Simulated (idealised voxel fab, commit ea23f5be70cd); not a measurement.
Process module under the name voxel wiring stack
Cross-section cut spans 175 nm and uses square cells 5 nm in size.
Notation: cross-section as square-cell grid; stated in bands, top first, going down; one or more cell rows per band. Basically the band line says how high the top is and how high the bottom is, in nm, and then what's in it from left to right, every material with its width in nm. Empty space shows up as "air", and if a single material carries "all across" it runs the full band edge to edge. Heights are expressed relative to 0, this being the level below which the as-received wafer comprises one material exclusively. The lowest band is unbounded in the downward direction and is denoted as in "top 0, no bottom". With a width like "30 to 40", each row of cells in the band differs from the next by the same amount, the top row carrying the first number and the bottom row the second. Step marked "same as before"? Then no cell in the cross-section changed in it. In the "Sealed internal voids" entry, you get each enclosed empty space of 8 cells or more, one with no open way to the top, written width x height at distance, distance from the left edge, in nm. Note: text after step settings on the step line = simulator remark on that step. overlay nm, on a step with a mask: how far to the right of its planned place the mask lay; to the left if negative. Each of the pairs that make up the rest of this document says: here is the cross-section before one process step, here is the cross-section after it, drawn only down to the lowest band that changed, and here, under the pair, is the step lying between them with its settings. Different pairs may come from different runs of this module on the same starting wafer, so a pair continues from the pair above it only where its entry headed "Incoming structure" says so.

Incoming structure:
> top 60, bottom 40 | SiO2 35 nm; air 15 nm; SiO2 65 nm; air 15 nm; SiO2 45 nm
> top 40, bottom 35 | SiCN 35 nm; air 15 nm; SiCN 65 nm; air 15 nm; SiCN 45 nm
> top 35, bottom 25 | SiO2 40 nm; SiN 5 nm; Ru 20 nm; SiN 5 nm; SiO2 10 nm; SiN 5 nm; Ru 20 nm; SiN 5 nm; SiO2 10 nm; SiN 5 nm; Ru 20 nm; SiN 5 nm; SiO2 25 nm
> top 25, bottom 20 | SiO2 30 nm; SiN 15 nm; Ru 20 nm; SiN 20 nm; Ru 20 nm; SiN 20 nm; Ru 20 nm; SiN 5 nm; SiO2 25 nm
> top 20, bottom 15 | SiN 35 nm; TiN 30 nm; SiN 10 nm; TiN 30 nm; SiN 10 nm; TiN 30 nm; SiN 30 nm
> top 15, bottom 0 | SiO2 all across
> top 0, no bottom | Si all across
> Sealed internal voids: none

Post-Process View:
> top 65, bottom 60 | TiN 40 nm; air 5 nm; TiN 75 nm; air 5 nm; TiN 50 nm
> top 60, bottom 40 | SiO2 35 nm; TiN 5 nm; air 5 nm; TiN 5 nm; SiO2 65 nm; TiN 5 nm; air 5 nm; TiN 5 nm; SiO2 45 nm
> top 40, bottom 35 | SiCN 35 nm; TiN 15 nm; SiCN 65 nm; TiN 15 nm; SiCN 45 nm
> below 35: unchanged
> Sealed internal voids: none
Which process step falls between the two cross-sections above? CONFORMAL_DEP [material TiN] [thk nm 5]

Incoming structure: no separate figure, the pair right above already shows it after its step.

Post-Process View:
> top 70, bottom 65 | Ru all across
> top 65, bottom 60 | TiN 40 nm; Ru 5 nm; TiN 75 nm; Ru 5 nm; TiN 50 nm
> top 60, bottom 40 | SiO2 35 nm; TiN 5 nm; Ru 5 nm; TiN 5 nm; SiO2 65 nm; TiN 5 nm; Ru 5 nm; TiN 5 nm; SiO2 45 nm
> below 40: unchanged
> Sealed internal voids: none
Which process step falls between the two cross-sections above? FILL_DEP [material Ru] [thk nm 5]

Incoming structure: no separate figure, the pair right above already shows it after its step.

Post-Process View:
> top 60, bottom 40 | SiO2 35 nm; TiN 5 nm; Ru 5 nm; TiN 5 nm; SiO2 65 nm; TiN 5 nm; Ru 5 nm; TiN 5 nm; SiO2 45 nm
> below 40: unchanged
> Sealed internal voids: none
Which process step falls between the two cross-sections above? CMP [height nm 60]

Incoming structure: no separate figure, the pair right above already shows it after its step.

Post-Process View:
> top 65, bottom 60 | SiCN all across
> below 60: unchanged
> Sealed internal voids: none
Which process step falls between the two cross-sections above? CONFORMAL_DEP [material SiCN] [thk nm 5]

Incoming structure: no separate figure, the pair right above already shows it after its step.

Post-Process View:
> top 80, bottom 65 | SiO2 all across
> below 65: unchanged
> Sealed internal voids: none
Which process step falls between the two cross-sections above? DIRECTIONAL_DEP [material SiO2] [thk nm 15]

Incoming structure: no separate figure, the pair right above already shows it after its step.

Post-Process View:
> top 80, bottom 65 | SiO2 35 nm; air 20 nm; SiO2 20 nm; air 20 nm; SiO2 20 nm; air 20 nm; SiO2 40 nm
> below 65: unchanged
> Sealed internal voids: none
Which process step falls between the two cross-sections above? MASKED_ETCH [tone open] [mask id METAL_2] [width nm 20] [pitch nm 40] [etch materials SiO2] [depth nm 15] [overlay nm 0]

Incoming structure: no separate figure, the pair right above already shows it after its step.

Post-Process View:
> top 80, bottom 65 | SiO2 35 nm; air 20 nm; SiO2 20 nm; air 20 nm; SiO2 20 nm; air 20 nm; SiO2 40 nm
> top 65, bottom 60 | SiCN 35 nm; air 20 nm; SiCN 20 nm; air 20 nm; SiCN 20 nm; air 20 nm; SiCN 40 nm
> below 60: unchanged
> Sealed internal voids: none
Which process step falls between the two cross-sections above? MASKED_ETCH [tone open] [mask id METAL_2] [width nm 20] [pitch nm 40] [etch materials SiCN] [depth nm 5] [overlay nm 0]

Incoming structure: no separate figure, the pair right above already shows it after its step.

Post-Process View:
> top 85, bottom 80 | TiN 40 nm; air 10 nm; TiN 30 nm; air 10 nm; TiN 30 nm; air 10 nm; TiN 45 nm
> top 80, bottom 65 | SiO2 35 nm; TiN 5 nm; air 10 nm; TiN 5 nm; SiO2 20 nm; TiN 5 nm; air 10 nm; TiN 5 nm; SiO2 20 nm; TiN 5 nm; air 10 nm; TiN 5 nm; SiO2 40 nm
> top 65, bottom 60 | SiCN 35 nm; TiN 20 nm; SiCN 20 nm; TiN 20 nm; SiCN 20 nm; TiN 20 nm; SiCN 40 nm
> below 60: unchanged
> Sealed internal voids: none
Which process step falls between the two cross-sections above? CONFORMAL_DEP [material TiN] [thk nm 5]

Incoming structure: no separate figure, the pair right above already shows it after its step.

Post-Process View:
> top 90, bottom 85 | Ru all across
> top 85, bottom 80 | TiN 40 nm; Ru 10 nm; TiN 30 nm; Ru 10 nm; TiN 30 nm; Ru 10 nm; TiN 45 nm
> top 80, bottom 65 | SiO2 35 nm; TiN 5 nm; Ru 10 nm; TiN 5 nm; SiO2 20 nm; TiN 5 nm; Ru 10 nm; TiN 5 nm; SiO2 20 nm; TiN 5 nm; Ru 10 nm; TiN 5 nm; SiO2 40 nm
> below 65: unchanged
> Sealed internal voids: none
Which process step falls between the two cross-sections above? FILL_DEP [material Ru] [thk nm 5]

Incoming structure: no separate figure, the pair right above already shows it after its step.

Post-Process View:
> top 80, bottom 65 | SiO2 35 nm; TiN 5 nm; Ru 10 nm; TiN 5 nm; SiO2 20 nm; TiN 5 nm; Ru 10 nm; TiN 5 nm; SiO2 20 nm; TiN 5 nm; Ru 10 nm; TiN 5 nm; SiO2 40 nm
> below 65: unchanged
> Sealed internal voids: none
Which process step falls between the two cross-sections above? CMP [height nm 80]

Incoming structure: no separate figure, the pair right above already shows it after its step.

Post-Process View:
> top 85, bottom 80 | SiCN all across
> below 80: unchanged
> Sealed internal voids: none
Which process step falls between the two cross-sections above? CONFORMAL_DEP [material SiCN] [thk nm 5]

Incoming structure:
> top 65, bottom 60 | TiN 40 nm; air 5 nm; TiN 75 nm; air 5 nm; TiN 50 nm
> top 60, bottom 40 | SiO2 35 nm; TiN 5 nm; air 5 nm; TiN 5 nm; SiO2 65 nm; TiN 5 nm; air 5 nm; TiN 5 nm; SiO2 45 nm
> top 40, bottom 35 | SiCN 35 nm; TiN 15 nm; SiCN 65 nm; TiN 15 nm; SiCN 45 nm
> top 35, bottom 20 | SiO2 30 nm; SiN 5 nm; Ru 20 nm; SiN 5 nm; SiO2 10 nm; SiN 5 nm; Ru 20 nm; SiN 5 nm; SiO2 10 nm; SiN 5 nm; Ru 20 nm; SiN 5 nm; SiO2 35 nm
> top 20, bottom 15 | SiN 35 nm; TiN 20 nm; SiN 20 nm; TiN 20 nm; SiN 20 nm; TiN 20 nm; SiN 40 nm
> top 15, bottom 0 | SiO2 all across
> top 0, no bottom | Si all across
> Sealed internal voids: none

Post-Process View:
> top 70, bottom 65 | SiO2 all across
> top 65, bottom 60 | TiN 40 nm; SiO2 5 nm; TiN 75 nm; SiO2 5 nm; TiN 50 nm
> top 60, bottom 40 | SiO2 35 nm; TiN 5 nm; SiO2 5 nm; TiN 5 nm; SiO2 65 nm; TiN 5 nm; SiO2 5 nm; TiN 5 nm; SiO2 45 nm
> below 40: unchanged
> Sealed internal voids: none
Which process step falls between the two cross-sections above? FILL_DEP [material SiO2] [thk nm 5]

Incoming structure: no separate figure, the pair right above already shows it after its step.

Post-Process View:
> top 60, bottom 40 | SiO2 35 nm; TiN 5 nm; SiO2 5 nm; TiN 5 nm; SiO2 65 nm; TiN 5 nm; SiO2 5 nm; TiN 5 nm; SiO2 45 nm
> below 40: unchanged
> Sealed internal voids: none
Which process step falls between the two cross-sections above? CMP [height nm 60]

Incoming structure: no separate figure, the pair right above already shows it after its step.

Post-Process View:
> top 65, bottom 60 | SiCN all across
> below 60: unchanged
> Sealed internal voids: none
Which process step falls between the two cross-sections above? CONFORMAL_DEP [material SiCN] [thk nm 5]

Incoming structure: no separate figure, the pair right above already shows it after its step.

Post-Process View:
> top 80, bottom 65 | SiO2 all across
> below 65: unchanged
> Sealed internal voids: none
Which process step falls between the two cross-sections above? DIRECTIONAL_DEP [material SiO2] [thk nm 15]

Incoming structure: no separate figure, the pair right above already shows it after its step.

Post-Process View:
> top 80, bottom 65 | SiO2 35 nm; air 20 nm; SiO2 20 nm; air 20 nm; SiO2 20 nm; air 20 nm; SiO2 40 nm
> below 65: unchanged
> Sealed internal voids: none
Which process step falls between the two cross-sections above? MASKED_ETCH [tone open] [mask id METAL_2] [width nm 20] [pitch nm 40] [etch materials SiO2] [depth nm 15] [overlay nm 0]

Incoming structure: no separate figure, the pair right above already shows it after its step.

Post-Process View:
> top 80, bottom 65 | SiO2 35 nm; air 20 nm; SiO2 20 nm; air 20 nm; SiO2 20 nm; air 20 nm; SiO2 40 nm
> top 65, bottom 60 | SiCN 35 nm; air 20 nm; SiCN 20 nm; air 20 nm; SiCN 20 nm; air 20 nm; SiCN 40 nm
> below 60: unchanged
> Sealed internal voids: none
Which process step falls between the two cross-sections above? MASKED_ETCH [tone open] [mask id METAL_2] [width nm 20] [pitch nm 40] [etch materials SiCN] [depth nm 5] [overlay nm 0]

Incoming structure: no separate figure, the pair right above already shows it after its step.

Post-Process View:
> top 85, bottom 80 | TiN 40 nm; air 10 nm; TiN 30 nm; air 10 nm; TiN 30 nm; air 10 nm; TiN 45 nm
> top 80, bottom 65 | SiO2 35 nm; TiN 5 nm; air 10 nm; TiN 5 nm; SiO2 20 nm; TiN 5 nm; air 10 nm; TiN 5 nm; SiO2 20 nm; TiN 5 nm; air 10 nm; TiN 5 nm; SiO2 40 nm
> top 65, bottom 60 | SiCN 35 nm; TiN 20 nm; SiCN 20 nm; TiN 20 nm; SiCN 20 nm; TiN 20 nm; SiCN 40 nm
> below 60: unchanged
> Sealed internal voids: none
Which process step falls between the two cross-sections above? CONFORMAL_DEP [material TiN] [thk nm 5]

Incoming structure: no separate figure, the pair right above already shows it after its step.

Post-Process View:
> top 90, bottom 85 | Ru all across
> top 85, bottom 80 | TiN 40 nm; Ru 10 nm; TiN 30 nm; Ru 10 nm; TiN 30 nm; Ru 10 nm; TiN 45 nm
> top 80, bottom 65 | SiO2 35 nm; TiN 5 nm; Ru 10 nm; TiN 5 nm; SiO2 20 nm; TiN 5 nm; Ru 10 nm; TiN 5 nm; SiO2 20 nm; TiN 5 nm; Ru 10 nm; TiN 5 nm; SiO2 40 nm
> below 65: unchanged
> Sealed internal voids: none
Which process step falls between the two cross-sections above? FILL_DEP [material Ru] [thk nm 5]

Incoming structure: no separate figure, the pair right above already shows it after its step.

Post-Process View:
> top 80, bottom 65 | SiO2 35 nm; TiN 5 nm; Ru 10 nm; TiN 5 nm; SiO2 20 nm; TiN 5 nm; Ru 10 nm; TiN 5 nm; SiO2 20 nm; TiN 5 nm; Ru 10 nm; TiN 5 nm; SiO2 40 nm
> below 65: unchanged
> Sealed internal voids: none
Which process step falls between the two cross-sections above? CMP [height nm 80]

Incoming structure: no separate figure, the pair right above already shows it after its step.

Post-Process View:
> top 85, bottom 80 | SiCN all across
> below 80: unchanged
> Sealed internal voids: none
Which process step falls between the two cross-sections above? CONFORMAL_DEP [material SiCN] [thk nm 5]

Incoming structure:
> top 35, bottom 20 | Ru all across
> top 20, bottom 15 | TiN all across
> top 15, bottom 0 | SiO2 all across
> top 0, no bottom | Si all across
> Sealed internal voids: none

Post-Process View:
> top 35, bottom 20 | Ru 35 nm; air 20 nm; Ru 20 nm; air 20 nm; Ru 20 nm; air 20 nm; Ru 40 nm
> below 20: unchanged
> Sealed internal voids: none
Which process step falls between the two cross-sections above? MASKED_ETCH [tone open] [mask id METAL_1] [width nm 20] [pitch nm 40] [etch materials Ru] [depth nm 15] [overlay nm 0]

Incoming structure: no separate figure, the pair right above already shows it after its step.

Post-Process View:
> top 40, bottom 35 | SiN 40 nm; air 10 nm; SiN 30 nm; air 10 nm; SiN 30 nm; air 10 nm; SiN 45 nm
> top 35, bottom 25 | Ru 35 nm; SiN 5 nm; air 10 nm; SiN 5 nm; Ru 20 nm; SiN 5 nm; air 10 nm; SiN 5 nm; Ru 20 nm; SiN 5 nm; air 10 nm; SiN 5 nm; Ru 40 nm
> top 25, bottom 20 | Ru 35 nm; SiN 20 nm; Ru 20 nm; SiN 20 nm; Ru 20 nm; SiN 20 nm; Ru 40 nm
> below 20: unchanged
> Sealed internal voids: none
Which process step falls between the two cross-sections above? CONFORMAL_DEP [material SiN] [thk nm 5]

Incoming structure: no separate figure, the pair right above already shows it after its step.

Post-Process View:
> top 50, bottom 40 | SiO2 all across
> top 40, bottom 35 | SiN 40 nm; SiO2 10 nm; SiN 30 nm; SiO2 10 nm; SiN 30 nm; SiO2 10 nm; SiN 45 nm
> top 35, bottom 25 | Ru 35 nm; SiN 5 nm; SiO2 10 nm; SiN 5 nm; Ru 20 nm; SiN 5 nm; SiO2 10 nm; SiN 5 nm; Ru 20 nm; SiN 5 nm; SiO2 10 nm; SiN 5 nm; Ru 40 nm
> below 25: unchanged
> Sealed internal voids: none
Which process step falls between the two cross-sections above? FILL_DEP [material SiO2] [thk nm 10]

Incoming structure: no separate figure, the pair right above already shows it after its step.

Post-Process View:
> top 35, bottom 25 | Ru 35 nm; SiN 5 nm; SiO2 10 nm; SiN 5 nm; Ru 20 nm; SiN 5 nm; SiO2 10 nm; SiN 5 nm; Ru 20 nm; SiN 5 nm; SiO2 10 nm; SiN 5 nm; Ru 40 nm
> below 25: unchanged
> Sealed internal voids: none
Which process step falls between the two cross-sections above? CMP [height nm 35]

Incoming structure: no separate figure, the pair right above already shows it after its step.

Post-Process View:
> top 40, bottom 35 | SiCN all across
> below 35: unchanged
> Sealed internal voids: none
Which process step falls between the two cross-sections above? CONFORMAL_DEP [material SiCN] [thk nm 5]

Incoming structure: no separate figure, the pair right above already shows it after its step.

Post-Process View:
> top 60, bottom 40 | SiO2 all across
> below 40: unchanged
> Sealed internal voids: none
Which process step falls between the two cross-sections above? DIRECTIONAL_DEP [material SiO2] [thk nm 20]

Incoming structure: no separate figure, the pair right above already shows it after its step.

Post-Process View:
> top 70, bottom 60 | aC all across
> below 60: unchanged
> Sealed internal voids: none
Which process step falls between the two cross-sections above? DIRECTIONAL_DEP [material aC] [thk nm 10]

Incoming structure: no separate figure, the pair right above already shows it after its step.

Post-Process View:
> top 100, bottom 70 | resist 35 nm; air 15 nm; resist 65 nm; air 15 nm; resist 45 nm
> below 70: unchanged
> Sealed internal voids: none
Which process step falls between the two cross-sections above? PATTERN [tone open] [mask id PLUG_1] [material resist] [width nm 15] [pitch nm 80] [thk nm 30] [overlay nm 0]

Incoming structure: no separate figure, the pair right above already shows it after its step.

Post-Process View:
> top 90, bottom 70 | resist 35 nm; air 15 nm; resist 65 nm; air 15 nm; resist 45 nm
> top 70, bottom 60 | aC 35 nm; air 15 nm; aC 65 nm; air 15 nm; aC 45 nm
> below 60: unchanged
> Sealed internal voids: none
Which process step falls between the two cross-sections above? DIRECTIONAL_ETCH [etch materials aC] [depth nm 10]

Incoming structure: no separate figure, the pair right above already shows it after its step.

Post-Process View:
> top 70, bottom 60 | aC 35 nm; air 15 nm; aC 65 nm; air 15 nm; aC 45 nm
> below 60: unchanged
> Sealed internal voids: none
Which process step falls between the two cross-sections above? STRIP [etch materials resist]

Incoming structure: no separate figure, the pair right above already shows it after its step.

Post-Process View:
> top 70, bottom 60 | aC 35 nm; air 15 nm; aC 65 nm; air 15 nm; aC 45 nm
> top 60, bottom 40 | SiO2 35 nm; air 15 nm; SiO2 65 nm; air 15 nm; SiO2 45 nm
> below 40: unchanged
> Sealed internal voids: none
Which process step falls between the two cross-sections above? DIRECTIONAL_ETCH [etch materials SiO2] [depth nm 20]

Incoming structure: no separate figure, the pair right above already shows it after its step.

Post-Process View:
> top 70, bottom 60 | aC 35 nm; air 15 nm; aC 65 nm; air 15 nm; aC 45 nm
> top 60, bottom 40 | SiO2 35 nm; air 15 nm; SiO2 65 nm; air 15 nm; SiO2 45 nm
> top 40, bottom 35 | SiCN 35 nm; air 15 nm; SiCN 65 nm; air 15 nm; SiCN 45 nm
> below 35: unchanged
> Sealed internal voids: none
Which process step falls between the two cross-sections above? DIRECTIONAL_ETCH [etch materials SiCN] [depth nm 5]

Incoming structure: no separate figure, the pair right above already shows it after its step.

Post-Process View:
> top 60, bottom 40 | SiO2 35 nm; air 15 nm; SiO2 65 nm; air 15 nm; SiO2 45 nm
> below 40: unchanged
> Sealed internal voids: none
Which process step falls between the two cross-sections above? STRIP [etch materials aC]

Incoming structure: no separate figure, the pair right above already shows it after its step.

Post-Process View:
> top 65, bottom 60 | TiN 40 nm; air 5 nm; TiN 75 nm; air 5 nm; TiN 50 nm
> top 60, bottom 40 | SiO2 35 nm; TiN 5 nm; air 5 nm; TiN 5 nm; SiO2 65 nm; TiN 5 nm; air 5 nm; TiN 5 nm; SiO2 45 nm
> top 40, bottom 35 | SiCN 35 nm; TiN 15 nm; SiCN 65 nm; TiN 15 nm; SiCN 45 nm
> below 35: unchanged
> Sealed internal voids: none
Which process step falls between the two cross-sections above? CONFORMAL_DEP [material TiN] [thk nm 5]

Incoming structure: no separate figure, the pair right above already shows it after its step.

Post-Process View:
> top 70, bottom 65 | Ru all across
> top 65, bottom 60 | TiN 40 nm; Ru 5 nm; TiN 75 nm; Ru 5 nm; TiN 50 nm
> top 60, bottom 40 | SiO2 35 nm; TiN 5 nm; Ru 5 nm; TiN 5 nm; SiO2 65 nm; TiN 5 nm; Ru 5 nm; TiN 5 nm; SiO2 45 nm
> below 40: unchanged
> Sealed internal voids: none
Which process step falls between the two cross-sections above? FILL_DEP [material Ru] [thk nm 5]

Incoming structure: no separate figure, the pair right above already shows it after its step.

Post-Process View:
> top 60, bottom 40 | SiO2 35 nm; TiN 5 nm; Ru 5 nm; TiN 5 nm; SiO2 65 nm; TiN 5 nm; Ru 5 nm; TiN 5 nm; SiO2 45 nm
> below 40: unchanged
> Sealed internal voids: none
Which process step falls between the two cross-sections above? CMP [height nm 60]

Incoming structure: no separate figure, the pair right above already shows it after its step.

Post-Process View:
> top 65, bottom 60 | SiCN all across
> below 60: unchanged
> Sealed internal voids: none
Which process step falls between the two cross-sections above? CONFORMAL_DEP [material SiCN] [thk nm 5]

Incoming structure: no separate figure, the pair right above already shows it after its step.

Post-Process View:
> top 80, bottom 65 | SiO2 all across
> below 65: unchanged
> Sealed internal voids: none
Which process step falls between the two cross-sections above? DIRECTIONAL_DEP [material SiO2] [thk nm 15]

Incoming structure: no separate figure, the pair right above already shows it after its step.

Post-Process View:
> top 80, bottom 65 | SiO2 35 nm; air 20 nm; SiO2 20 nm; air 20 nm; SiO2 20 nm; air 20 nm; SiO2 40 nm
> below 65: unchanged
> Sealed internal voids: none
Which process step falls between the two cross-sections above? MASKED_ETCH [tone open] [mask id METAL_2] [width nm 20] [pitch nm 40] [etch materials SiO2] [depth nm 15] [overlay nm 0]

Incoming structure: no separate figure, the pair right above already shows it after its step.

Post-Process View:
> top 80, bottom 65 | SiO2 35 nm; air 20 nm; SiO2 20 nm; air 20 nm; SiO2 20 nm; air 20 nm; SiO2 40 nm
> top 65, bottom 60 | SiCN 35 nm; air 20 nm; SiCN 20 nm; air 20 nm; SiCN 20 nm; air 20 nm; SiCN 40 nm
> below 60: unchanged
> Sealed internal voids: none
Which process step falls between the two cross-sections above? MASKED_ETCH [tone open] [mask id METAL_2] [width nm 20] [pitch nm 40] [etch materials SiCN] [depth nm 5] [overlay nm 0]

Incoming structure: no separate figure, the pair right above already shows it after its step.

Post-Process View:
> top 85, bottom 80 | TiN 40 nm; air 10 nm; TiN 30 nm; air 10 nm; TiN 30 nm; air 10 nm; TiN 45 nm
> top 80, bottom 65 | SiO2 35 nm; TiN 5 nm; air 10 nm; TiN 5 nm; SiO2 20 nm; TiN 5 nm; air 10 nm; TiN 5 nm; SiO2 20 nm; TiN 5 nm; air 10 nm; TiN 5 nm; SiO2 40 nm
> top 65, bottom 60 | SiCN 35 nm; TiN 20 nm; SiCN 20 nm; TiN 20 nm; SiCN 20 nm; TiN 20 nm; SiCN 40 nm
> below 60: unchanged
> Sealed internal voids: none
Which process step falls between the two cross-sections above? CONFORMAL_DEP [material TiN] [thk nm 5]

Incoming structure: no separate figure, the pair right above already shows it after its step.

Post-Process View:
> top 90, bottom 85 | Ru all across
> top 85, bottom 80 | TiN 40 nm; Ru 10 nm; TiN 30 nm; Ru 10 nm; TiN 30 nm; Ru 10 nm; TiN 45 nm
> top 80, bottom 65 | SiO2 35 nm; TiN 5 nm; Ru 10 nm; TiN 5 nm; SiO2 20 nm; TiN 5 nm; Ru 10 nm; TiN 5 nm; SiO2 20 nm; TiN 5 nm; Ru 10 nm; TiN 5 nm; SiO2 40 nm
> below 65: unchanged
> Sealed internal voids: none
Which process step falls between the two cross-sections above? FILL_DEP [material Ru] [thk nm 5]

Incoming structure: no separate figure, the pair right above already shows it after its step.

Post-Process View:
> top 80, bottom 65 | SiO2 35 nm; TiN 5 nm; Ru 10 nm; TiN 5 nm; SiO2 20 nm; TiN 5 nm; Ru 10 nm; TiN 5 nm; SiO2 20 nm; TiN 5 nm; Ru 10 nm; TiN 5 nm; SiO2 40 nm
> below 65: unchanged
> Sealed internal voids: none
Which process step falls between the two cross-sections above? CMP [height nm 80]

Incoming structure: no separate figure, the pair right above already shows it after its step.

Post-Process View:
> top 85, bottom 80 | SiCN all across
> below 80: unchanged
> Sealed internal voids: none
Which process step falls between the two cross-sections above? CONFORMAL_DEP [material SiCN] [thk nm 5]
